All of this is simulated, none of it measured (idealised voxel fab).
voxel spacer lines: a process module
The width of the displayed cross-section, cut, is 240 nm; its cells are square, with a size of 5 nm.
When this document writes out a cross-section, it uses a grid of square cells and lists it as bands, beginning at the top and moving down, with a band standing for one or more rows of cells. A band entry consists of two parts. The first gives the height of the band's top and the height of its bottom, in nm. The rest lists the band's materials from left to right, each with its width in nm. A single material labelled with the word "all across" fills the band from edge to edge, and the word "blank" marks empty space. The level at which height equals 0 is the one under which the wafer, as it arrives, is entirely one material. No lower edge exists for the bottom band, which continues downward and is notated as in "0 and below". Read "30..40" as a graded width: first number on top, second number at the bottom, same change between each pair of neighbouring rows. The cross-section has no changed cell in any step marked "remains unaltered". "Sealed void listing" contains a list of empty spaces, each no smaller than 8 cells and without an open way to the top, written in the form width x height at distance with the distance from the left edge and all three in nm. Note: text after step settings on the step line = simulator remark on that step. Regarding "overlay nm": on a step with a mask, it is the distance the mask lay to the right of its planned place; a negative value places it to the left.
## The planned process steps are enumerated hereunder
1: op RECEIVE | material Si
2: op CONFORMAL_DEP | material Al2O3 | thk nm 5
3: op DIRECTIONAL_DEP | material polySi | thk nm 20
4: op DIRECTIONAL_DEP | material aC | thk nm 25
5: op PATTERN | tone cover | mask id MANDREL | material resist | width nm 15 | pitch nm 50 | thk nm 30 | overlay nm 0
6: op DIRECTIONAL_ETCH | etch materials aC | depth nm 25
7: op STRIP | etch materials resist
8: op CONFORMAL_DEP | material SiO2 | thk nm 10
9: op DIRECTIONAL_ETCH | etch materials SiO2 | depth nm 10
10: op STRIP | etch materials aC
11: op DIRECTIONAL_ETCH | etch materials polySi | depth nm 20
12: op STRIP | etch materials SiO2
13: op FILL_DEP | material SiO2 | thk nm 10
14: op CMP | height nm 25
## Account of the first of two wafers, which was processed as intended
## Step 1 complete: cross-section of the wafer as received
> 0 and below = Si all across
> Sealed void listing: none
## Step 2 complete: cross-section through the wafer
> 5 down to 0 = Al2O3 all across
> Everything below 0 is unchanged.
## Step 3 complete: cross-section through the wafer
> 25 down to 5 = polySi all across
> Everything below 5 is unchanged.
## Step 4 complete: cross-section through the wafer
> 50 down to 25 = aC all across
> Everything below 25 is unchanged.
## Step 5 complete: cross-section through the wafer
> 80 down to 50 = 60 nm blank; 15 nm resist; 35 nm blank; 15 nm resist; 35 nm blank; 15 nm resist; 65 nm blank
> Everything below 50 is unchanged.
## Step 6 complete: cross-section through the wafer
> 55 down to 50 = 60 nm blank; 15 nm resist; 35 nm blank; 15 nm resist; 35 nm blank; 15 nm resist; 65 nm blank
> 50 down to 25 = 60 nm blank; 15 nm aC; 35 nm blank; 15 nm aC; 35 nm blank; 15 nm aC; 65 nm blank
> Everything below 25 is unchanged.
## Step 7 complete: cross-section through the wafer
> 50 down to 25 = 60 nm blank; 15 nm aC; 35 nm blank; 15 nm aC; 35 nm blank; 15 nm aC; 65 nm blank
> Everything below 25 is unchanged.
## Step 8 complete: cross-section through the wafer
> 60 down to 50 = 50 nm blank; 35 nm SiO2; 15 nm blank; 35 nm SiO2; 15 nm blank; 35 nm SiO2; 55 nm blank
> 50 down to 35 = 50 nm blank; 10 nm SiO2; 15 nm aC; 10 nm SiO2; 15 nm blank; 10 nm SiO2; 15 nm aC; 10 nm SiO2; 15 nm blank; 10 nm SiO2; 15 nm aC; 10 nm SiO2; 55 nm blank
> 35 down to 25 = 60 nm SiO2; 15 nm aC; 35 nm SiO2; 15 nm aC; 35 nm SiO2; 15 nm aC; 65 nm SiO2
> Everything below 25 is unchanged.
## Step 9 complete: cross-section through the wafer
> 50 down to 25 = 50 nm blank; 10 nm SiO2; 15 nm aC; 10 nm SiO2; 15 nm blank; 10 nm SiO2; 15 nm aC; 10 nm SiO2; 15 nm blank; 10 nm SiO2; 15 nm aC; 10 nm SiO2; 55 nm blank
> Everything below 25 is unchanged.
## Step 10 complete: cross-section through the wafer
> 50 down to 25 = 50 nm blank; 10 nm SiO2; 15 nm blank; 10 nm SiO2; 15 nm blank; 10 nm SiO2; 15 nm blank; 10 nm SiO2; 15 nm blank; 10 nm SiO2; 15 nm blank; 10 nm SiO2; 55 nm blank
> Everything below 25 is unchanged.
## Step 11 complete: cross-section through the wafer
> 50 down to 25 = 50 nm blank; 10 nm SiO2; 15 nm blank; 10 nm SiO2; 15 nm blank; 10 nm SiO2; 15 nm blank; 10 nm SiO2; 15 nm blank; 10 nm SiO2; 15 nm blank; 10 nm SiO2; 55 nm blank
> 25 down to 5 = 50 nm blank; 10 nm polySi; 15 nm blank; 10 nm polySi; 15 nm blank; 10 nm polySi; 15 nm blank; 10 nm polySi; 15 nm blank; 10 nm polySi; 15 nm blank; 10 nm polySi; 55 nm blank
> Everything below 5 is unchanged.
## Step 12 complete: cross-section through the wafer
> 25 down to 5 = 50 nm blank; 10 nm polySi; 15 nm blank; 10 nm polySi; 15 nm blank; 10 nm polySi; 15 nm blank; 10 nm polySi; 15 nm blank; 10 nm polySi; 15 nm blank; 10 nm polySi; 55 nm blank
> Everything below 5 is unchanged.
## Step 13 complete: cross-section through the wafer
> 35 down to 25 = SiO2 all across
> 25 down to 5 = 50 nm SiO2; 10 nm polySi; 15 nm SiO2; 10 nm polySi; 15 nm SiO2; 10 nm polySi; 15 nm SiO2; 10 nm polySi; 15 nm SiO2; 10 nm polySi; 15 nm SiO2; 10 nm polySi; 55 nm SiO2
> Everything below 5 is unchanged.
## Step 14 complete: cross-section through the wafer
> 25 down to 5 = 50 nm SiO2; 10 nm polySi; 15 nm SiO2; 10 nm polySi; 15 nm SiO2; 10 nm polySi; 15 nm SiO2; 10 nm polySi; 15 nm SiO2; 10 nm polySi; 15 nm SiO2; 10 nm polySi; 55 nm SiO2
> Everything below 5 is unchanged.
## Second wafer: same start and same plan as the first, one execution error; identical to the first through step 4
## Here is the second wafer in cross-section at the point where step 5 of the plan should have been done
> 80 down to 50 = 60 nm blank; 20 nm resist; 30 nm blank; 20 nm resist; 30 nm blank; 20 nm resist; 60 nm blank
> Everything below 50 is unchanged.
## Here is the second wafer in cross-section at the point where step 6 of the plan should have been done
> 55 down to 50 = 60 nm blank; 20 nm resist; 30 nm blank; 20 nm resist; 30 nm blank; 20 nm resist; 60 nm blank
> 50 down to 25 = 60 nm blank; 20 nm aC; 30 nm blank; 20 nm aC; 30 nm blank; 20 nm aC; 60 nm blank
> Everything below 25 is unchanged.
## Here is the second wafer in cross-section at the point where step 7 of the plan should have been done
> 50 down to 25 = 60 nm blank; 20 nm aC; 30 nm blank; 20 nm aC; 30 nm blank; 20 nm aC; 60 nm blank
> Everything below 25 is unchanged.
## Here is the second wafer in cross-section at the point where step 8 of the plan should have been done
> 60 down to 50 = 50 nm blank; 40 nm SiO2; 10 nm blank; 40 nm SiO2; 10 nm blank; 40 nm SiO2; 50 nm blank
> 50 down to 35 = 50 nm blank; 10 nm SiO2; 20 nm aC; 10 nm SiO2; 10 nm blank; 10 nm SiO2; 20 nm aC; 10 nm SiO2; 10 nm blank; 10 nm SiO2; 20 nm aC; 10 nm SiO2; 50 nm blank
> 35 down to 25 = 60 nm SiO2; 20 nm aC; 30 nm SiO2; 20 nm aC; 30 nm SiO2; 20 nm aC; 60 nm SiO2
> Everything below 25 is unchanged.
## Here is the second wafer in cross-section at the point where step 9 of the plan should have been done
> 50 down to 25 = 50 nm blank; 10 nm SiO2; 20 nm aC; 10 nm SiO2; 10 nm blank; 10 nm SiO2; 20 nm aC; 10 nm SiO2; 10 nm blank; 10 nm SiO2; 20 nm aC; 10 nm SiO2; 50 nm blank
> Everything below 25 is unchanged.
## Here is the second wafer in cross-section at the point where step 10 of the plan should have been done
> 50 down to 25 = 50 nm blank; 10 nm SiO2; 20 nm blank; 10 nm SiO2; 10 nm blank; 10 nm SiO2; 20 nm blank; 10 nm SiO2; 10 nm blank; 10 nm SiO2; 20 nm blank; 10 nm SiO2; 50 nm blank
> Everything below 25 is unchanged.
## Here is the second wafer in cross-section at the point where step 11 of the plan should have been done
> 50 down to 25 = 50 nm blank; 10 nm SiO2; 20 nm blank; 10 nm SiO2; 10 nm blank; 10 nm SiO2; 20 nm blank; 10 nm SiO2; 10 nm blank; 10 nm SiO2; 20 nm blank; 10 nm SiO2; 50 nm blank
> 25 down to 5 = 50 nm blank; 10 nm polySi; 20 nm blank; 10 nm polySi; 10 nm blank; 10 nm polySi; 20 nm blank; 10 nm polySi; 10 nm blank; 10 nm polySi; 20 nm blank; 10 nm polySi; 50 nm blank
> Everything below 5 is unchanged.
## Here is the second wafer in cross-section at the point where step 12 of the plan should have been done
> 25 down to 5 = 50 nm blank; 10 nm polySi; 20 nm blank; 10 nm polySi; 10 nm blank; 10 nm polySi; 20 nm blank; 10 nm polySi; 10 nm blank; 10 nm polySi; 20 nm blank; 10 nm polySi; 50 nm blank
> Everything below 5 is unchanged.
## Here is the second wafer in cross-section at the point where step 13 of the plan should have been done
> 35 down to 25 = SiO2 all across
> 25 down to 5 = 50 nm SiO2; 10 nm polySi; 20 nm SiO2; 10 nm polySi; 10 nm SiO2; 10 nm polySi; 20 nm SiO2; 10 nm polySi; 10 nm SiO2; 10 nm polySi; 20 nm SiO2; 10 nm polySi; 50 nm SiO2
> Everything below 5 is unchanged.
## Here is the second wafer in cross-section at the point where step 14 of the plan should have been done
> 25 down to 5 = 50 nm SiO2; 10 nm polySi; 20 nm SiO2; 10 nm polySi; 10 nm SiO2; 10 nm polySi; 20 nm SiO2; 10 nm polySi; 10 nm SiO2; 10 nm polySi; 20 nm SiO2; 10 nm polySi; 50 nm SiO2
> Everything below 5 is unchanged.
Misprocessing identified: step 5 did not happen as planned, as run it was op PATTERN | tone cover | mask id MANDREL | material resist | width nm 20 | pitch nm 50 | thk nm 30 | overlay nm 0
Upon completion, the cell count for each material on the second wafer equals that on the first, whereas the spatial distribution of those cells differs.
